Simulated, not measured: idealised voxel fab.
Title: Process Module voxel double patterning
Pictured: cross-section cut, 200 nm wide, on a grid of 5 nm square cells.
Cross-section, as written here: a square-cell grid given band by band from the top down, where a band holds one or more rows of cells. Heights first: top, then bottom, in nm. Then materials, left to right, each with a width in nm. "throughout" on a single material: fills the band edge to edge. "blank": empty space. Below 0: as-received wafer, all one material; heights counted from there. Lowest band: no bottom, goes on down, written "0 down". The width entry "30->40" should be interpreted row by row: the top row of cells in the band takes the first number, the bottom row takes the second number, and the change between adjacent rows is uniform throughout. No cell of the cross-section changed in a step that is given as "no alteration". Empty spaces counting at least 8 cells and having no open way to the top are listed in "Catalogued sealed voids". The notation width x height at distance is used for each, the distance being from the left edge and all three values in nm. Read whatever lies past the settings on a step's line as the simulator's own remark about the step. "overlay nm", when on a step's line for a step with a mask, measures how far to the right of its planned place the mask lay; a negative measure means to the left.

-- Set out below are the planned steps of the process
1: RECEIVE (material Si)
2: CONFORMAL_DEP (material SiO2; thk nm 5)
3: DIRECTIONAL_DEP (material W; thk nm 10)
4: DIRECTIONAL_DEP (material SiCN; thk nm 10)
5: DIRECTIONAL_DEP (material aC; thk nm 15)
6: PATTERN (tone open; mask id FIRST; material resist; width nm 15; pitch nm 50; thk nm 30; overlay nm 0)
7: DIRECTIONAL_ETCH (etch materials aC; depth nm 15)
8: STRIP (etch materials resist)
9: DIRECTIONAL_ETCH (etch materials SiCN; depth nm 10)
10: STRIP (etch materials aC)
11: PATTERN (tone open; mask id SECOND; material resist; width nm 15; thk nm 15; overlay nm 0)
12: DIRECTIONAL_ETCH (etch materials SiCN; depth nm 10)
13: STRIP (etch materials resist)
14: DIRECTIONAL_ETCH (etch materials W; depth nm 10)
15: STRIP (etch materials SiCN)

-- The first of the two wafers, which ran as planned

-- Cross-section of the wafer as it came to us, i.e., already through step 1
0 down: Si throughout
Catalogued sealed voids: none

-- Once step 2 is through, the wafer looks like this in cross-section
5 to 0: SiO2 throughout
Below 0, no change.

-- Once step 3 is through, the wafer looks like this in cross-section
15 to 5: W throughout
Below 5, no change.

-- Once step 4 is through, the wafer looks like this in cross-section
25 to 15: SiCN throughout
Below 15, no change.

-- Once step 5 is through, the wafer looks like this in cross-section
40 to 25: aC throughout
Below 25, no change.

-- Once step 6 is through, the wafer looks like this in cross-section
70 to 40: 65 nm resist | 15 nm blank | 35 nm resist | 15 nm blank | 70 nm resist
Below 40, no change.

-- Once step 7 is through, the wafer looks like this in cross-section
55 to 40: 65 nm resist | 15 nm blank | 35 nm resist | 15 nm blank | 70 nm resist
40 to 25: 65 nm aC | 15 nm blank | 35 nm aC | 15 nm blank | 70 nm aC
Below 25, no change.

-- Once step 8 is through, the wafer looks like this in cross-section
40 to 25: 65 nm aC | 15 nm blank | 35 nm aC | 15 nm blank | 70 nm aC
Below 25, no change.

-- Once step 9 is through, the wafer looks like this in cross-section
40 to 25: 65 nm aC | 15 nm blank | 35 nm aC | 15 nm blank | 70 nm aC
25 to 15: 65 nm SiCN | 15 nm blank | 35 nm SiCN | 15 nm blank | 70 nm SiCN
Below 15, no change.

-- Once step 10 is through, the wafer looks like this in cross-section
25 to 15: 65 nm SiCN | 15 nm blank | 35 nm SiCN | 15 nm blank | 70 nm SiCN
Below 15, no change.

-- Once step 11 is through, the wafer looks like this in cross-section
40 to 25: 90 nm resist | 15 nm blank | 95 nm resist
25 to 15: 65 nm SiCN | 15 nm resist | 35 nm SiCN | 15 nm resist | 70 nm SiCN
Below 15, no change.

-- Once step 12 is through, the wafer looks like this in cross-section
40 to 25: 90 nm resist | 15 nm blank | 95 nm resist
25 to 15: 65 nm SiCN | 15 nm resist | 10 nm SiCN | 15 nm blank | 10 nm SiCN | 15 nm resist | 70 nm SiCN
Below 15, no change.

-- Once step 13 is through, the wafer looks like this in cross-section
25 to 15: 65 nm SiCN | 15 nm blank | 10 nm SiCN | 15 nm blank | 10 nm SiCN | 15 nm blank | 70 nm SiCN
Below 15, no change.

-- Once step 14 is through, the wafer looks like this in cross-section
25 to 15: 65 nm SiCN | 15 nm blank | 10 nm SiCN | 15 nm blank | 10 nm SiCN | 15 nm blank | 70 nm SiCN
15 to 5: 65 nm W | 15 nm blank | 10 nm W | 15 nm blank | 10 nm W | 15 nm blank | 70 nm W
Below 5, no change.

-- Once step 15 is through, the wafer looks like this in cross-section
15 to 5: 65 nm W | 15 nm blank | 10 nm W | 15 nm blank | 10 nm W | 15 nm blank | 70 nm W
Below 5, no change.

-- What follows concerns the second wafer, which started out like the first and was meant to follow the very same plan; one mistake crept in when it was run, but everything up to and including step 10 is the same as for the first wafer

-- Cross-section of the second wafer when, according to plan, step 11 should have finished
40 to 25: 90 nm resist | 20 nm blank | 90 nm resist
25 to 15: 65 nm SiCN | 15 nm resist | 35 nm SiCN | 15 nm resist | 70 nm SiCN
Below 15, no change.

-- Cross-section of the second wafer when, according to plan, step 12 should have finished
40 to 25: 90 nm resist | 20 nm blank | 90 nm resist
25 to 15: 65 nm SiCN | 15 nm resist | 10 nm SiCN | 20 nm blank | 5 nm SiCN | 15 nm resist | 70 nm SiCN
Below 15, no change.

-- Cross-section of the second wafer when, according to plan, step 13 should have finished
25 to 15: 65 nm SiCN | 15 nm blank | 10 nm SiCN | 20 nm blank | 5 nm SiCN | 15 nm blank | 70 nm SiCN
Below 15, no change.

-- Cross-section of the second wafer when, according to plan, step 14 should have finished
25 to 15: 65 nm SiCN | 15 nm blank | 10 nm SiCN | 20 nm blank | 5 nm SiCN | 15 nm blank | 70 nm SiCN
15 to 5: 65 nm W | 15 nm blank | 10 nm W | 20 nm blank | 5 nm W | 15 nm blank | 70 nm W
Below 5, no change.

-- Cross-section of the second wafer when, according to plan, step 15 should have finished
15 to 5: 65 nm W | 15 nm blank | 10 nm W | 20 nm blank | 5 nm W | 15 nm blank | 70 nm W
Below 5, no change.
In executing the process, a mistake was made relative to the plan: heads up, step 11 didn't go per plan, it actually ran as PATTERN (tone open; mask id SECOND; material resist; width nm 20; thk nm 15; overlay nm 0)
Final difference in cells, second wafer against first, listed per material as more or fewer: -2 W
